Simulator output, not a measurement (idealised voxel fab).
The process module presented herein is designated voxel transistor to metal.
For reference, the cross-section in this document is cut, with width 160 nm and square cells of 5 nm.
Cross-section layout: square cells on a grid; listed as bands, top to bottom; a band spans one or more cell rows. A band entry consists of two parts. The first gives the height of the band's top and the height of its bottom, in nm. The rest lists the band's materials from left to right, each with its width in nm. A single material labelled with the word "full width" fills the band from edge to edge, and the word "air" marks empty space. Height 0 is the level under which the wafer as received is all one material. The lowest band goes on downwards, as in "0 nm and below". Graded width ("30 to 40"): value in top row of band = first number; value in bottom row = second number; row-to-row change constant. What does "no change" mean for a step? It means no cell of the cross-section changed in that step. The list in "Fully sealed cavities" covers empty spaces of 8 cells or more that cannot reach the top through any open way, and it gives each as width x height at distance; the distance is from the left edge, and width, height and distance are in nm. Where a step's line continues beyond its settings, the continuation is a remark by the simulator itself on that step. The "overlay nm" setting may appear on a step's line; for a step that uses a mask, it gives how far to the right of its planned position the mask lay, and a negative value indicates the left.

BELOW IS THE LIST OF PLANNED PROCESS STEPS
- 1: RECEIVE with material Si
- 2: OXIDIZE with depth nm 5
- 3: CONFORMAL_DEP with material SiN, thk nm 15
- 4: PATTERN with tone cover, mask id ACTIVE, material resist, width nm 120, thk nm 15, overlay nm 0
- 5: DIRECTIONAL_ETCH with etch materials SiN, depth nm 15
- 6: DIRECTIONAL_ETCH with etch materials SiO2, depth nm 5
- 7: DIRECTIONAL_ETCH with etch materials Si, depth nm 35
- 8: STRIP with etch materials resist
- 9: OXIDIZE with depth nm 5
- 10: FILL_DEP with material SiO2, thk nm 5
- 11: CMP with height nm 15
- 12: SELECTIVE_ETCH with etch materials SiO2, depth nm 5
- 13: STRIP with etch materials SiN
- 14: SELECTIVE_ETCH with etch materials SiO2, depth nm 5
- 15: OXIDIZE with depth nm 5
- 16: DIRECTIONAL_DEP with material polySi, thk nm 20
- 17: DIRECTIONAL_DEP with material SiCN, thk nm 10
- 18: MASKED_ETCH with tone cover, mask id GATE, width nm 30, etch materials SiCN, depth nm 20, overlay nm 0
- 19: MASKED_ETCH with tone cover, mask id GATE, width nm 30, etch materials polySi, depth nm 30, overlay nm 0
- 20: CONFORMAL_DEP with material SiO2, thk nm 5
- 21: DIRECTIONAL_ETCH with etch materials SiO2, depth nm 5
- 22: CONFORMAL_DEP with material SiN, thk nm 5
- 23: DIRECTIONAL_ETCH with etch materials SiN, depth nm 5
- 24: DIRECTIONAL_ETCH with etch materials SiO2, depth nm 5
- 25: DIRECTIONAL_ETCH with etch materials Si, depth nm 15
- 26: EPI with material SiGe, thk nm 20
- 27: FILL_DEP with material SiO2, thk nm 10
- 28: CMP with height nm 15
- 29: STRIP with etch materials polySi
- 30: SELECTIVE_ETCH with etch materials SiO2, depth nm 5
- 31: CONFORMAL_DEP with material HfO2, thk nm 5
- 32: CONFORMAL_DEP with material TiN, thk nm 5
- 33: FILL_DEP with material W, thk nm 10
- 34: CMP with height nm 10
- 35: DIRECTIONAL_DEP with material SiO2, thk nm 10
- 36: PATTERN with tone open, mask id CONTACT, material resist, width nm 20, pitch nm 90, thk nm 15, overlay nm 0
- 37: DIRECTIONAL_ETCH with etch materials SiO2, depth nm 25
- 38: STRIP with etch materials resist
- 39: CONFORMAL_DEP with material TiN, thk nm 5
- 40: FILL_DEP with material W, thk nm 5
- 41: CMP with height nm 20
- 42: DIRECTIONAL_DEP with material TiN, thk nm 5
- 43: DIRECTIONAL_DEP with material W, thk nm 20
- 44: PATTERN with tone cover, mask id METAL_1, material resist, width nm 20, pitch nm 90, thk nm 20, overlay nm 0
- 45: DIRECTIONAL_ETCH with etch materials W, depth nm 20
- 46: DIRECTIONAL_ETCH with etch materials TiN, depth nm 5
- 47: STRIP with etch materials resist
- 48: CONFORMAL_DEP with material SiN, thk nm 5
- 49: FILL_DEP with material SiO2, thk nm 10
- 50: CMP with height nm 45
- 51: CONFORMAL_DEP with material SiCN, thk nm 5
- 52: DIRECTIONAL_DEP with material SiO2, thk nm 35
- 53: PATTERN with tone open, mask id METAL_2_HOLES, material resist, width nm 15, pitch nm 90, thk nm 20, overlay nm 0
- 54: DIRECTIONAL_ETCH with etch materials SiO2, depth nm 35
- 55: STRIP with etch materials resist
- 56: PATTERN with tone open, mask id METAL_2, material resist, width nm 20, pitch nm 90, thk nm 15, overlay nm 0
- 57: DIRECTIONAL_ETCH with etch materials SiO2, depth nm 20
- 58: DIRECTIONAL_ETCH with etch materials SiCN, depth nm 5
- 59: STRIP with etch materials resist
- 60: CONFORMAL_DEP with material TiN, thk nm 5
- 61: FILL_DEP with material Cu, thk nm 10
- 62: CMP with height nm 85
- 63: CONFORMAL_DEP with material SiCN, thk nm 5

INCOMING WAFER IN CROSS-SECTION (STATE: AFTER STEP 1)
- 0 nm and below = Si full width
- Fully sealed cavities: none

END-OF-MODULE CROSS-SECTION. STARTING STRUCTURE AND PROCESS PLAN AS ABOVE; ONE MISTAKE MADE IN RUNNING IT
- 90 nm to 85 nm = SiCN full width
- 85 nm to 70 nm = 25 of SiO2 / 5 of TiN / 10 of Cu / 5 of TiN / 70 of SiO2 / 5 of TiN / 10 of Cu / 5 of TiN / 25 of SiO2
- 70 nm to 65 nm = 25 of SiO2 / 5 of TiN / 5 of Cu / 10 of TiN / 70 of SiO2 / 5 of TiN / 5 of Cu / 10 of TiN / 25 of SiO2
- 65 nm to 50 nm = 25 of SiO2 / 5 of TiN / 5 of Cu / 5 of TiN / 75 of SiO2 / 5 of TiN / 5 of Cu / 5 of TiN / 30 of SiO2
- 50 nm to 45 nm = 25 of SiCN / 15 of TiN / 75 of SiCN / 15 of TiN / 30 of SiCN
- 45 nm to 25 nm = 20 of SiO2 / 5 of SiN / 20 of W / 5 of SiN / 60 of SiO2 / 5 of SiN / 20 of W / 5 of SiN / 20 of SiO2
- 25 nm to 20 nm = 25 of SiN / 20 of TiN / 70 of SiN / 20 of TiN / 25 of SiN
- 20 nm to 15 nm = 25 of SiO2 / 5 of TiN / 10 of W / 5 of TiN / 70 of SiO2 / 5 of TiN / 10 of W / 5 of TiN / 25 of SiO2
- 15 nm to 10 nm = 25 of SiO2 / 20 of TiN / 70 of SiO2 / 20 of TiN / 25 of SiO2
- 10 nm to 5 nm = 15 of SiO2 / 40 of SiGe / 5 of SiN / 5 of HfO2 / 5 of TiN / 20 of W / 5 of TiN / 5 of HfO2 / 5 of SiN / 40 of SiGe / 15 of SiO2
- 5 nm to 0 nm = 15 of SiO2 / 5 of SiGe / 5 of SiN / 30 of SiGe / 5 of SiN / 5 of HfO2 / 5 of TiN / 20 of W / 5 of TiN / 5 of HfO2 / 5 of SiN / 30 of SiGe / 5 of SiN / 5 of SiGe / 15 of SiO2
- 0 nm to -5 nm = 20 of SiO2 / 5 of SiN / 30 of SiGe / 5 of SiN / 5 of HfO2 / 30 of TiN / 5 of HfO2 / 5 of SiN / 30 of SiGe / 5 of SiN / 20 of SiO2
- -5 nm to -10 nm = 25 of SiO2 / 30 of SiGe / 5 of SiO2 / 40 of HfO2 / 5 of SiO2 / 30 of SiGe / 25 of SiO2
- -10 nm to -25 nm = 25 of SiO2 / 30 of SiGe / 50 of Si / 30 of SiGe / 25 of SiO2
- -25 nm to -45 nm = 25 of SiO2 / 110 of Si / 25 of SiO2
- -45 nm and below = Si full width
- Fully sealed cavities: none
Processing error: step 26 of the plan was carried out twice
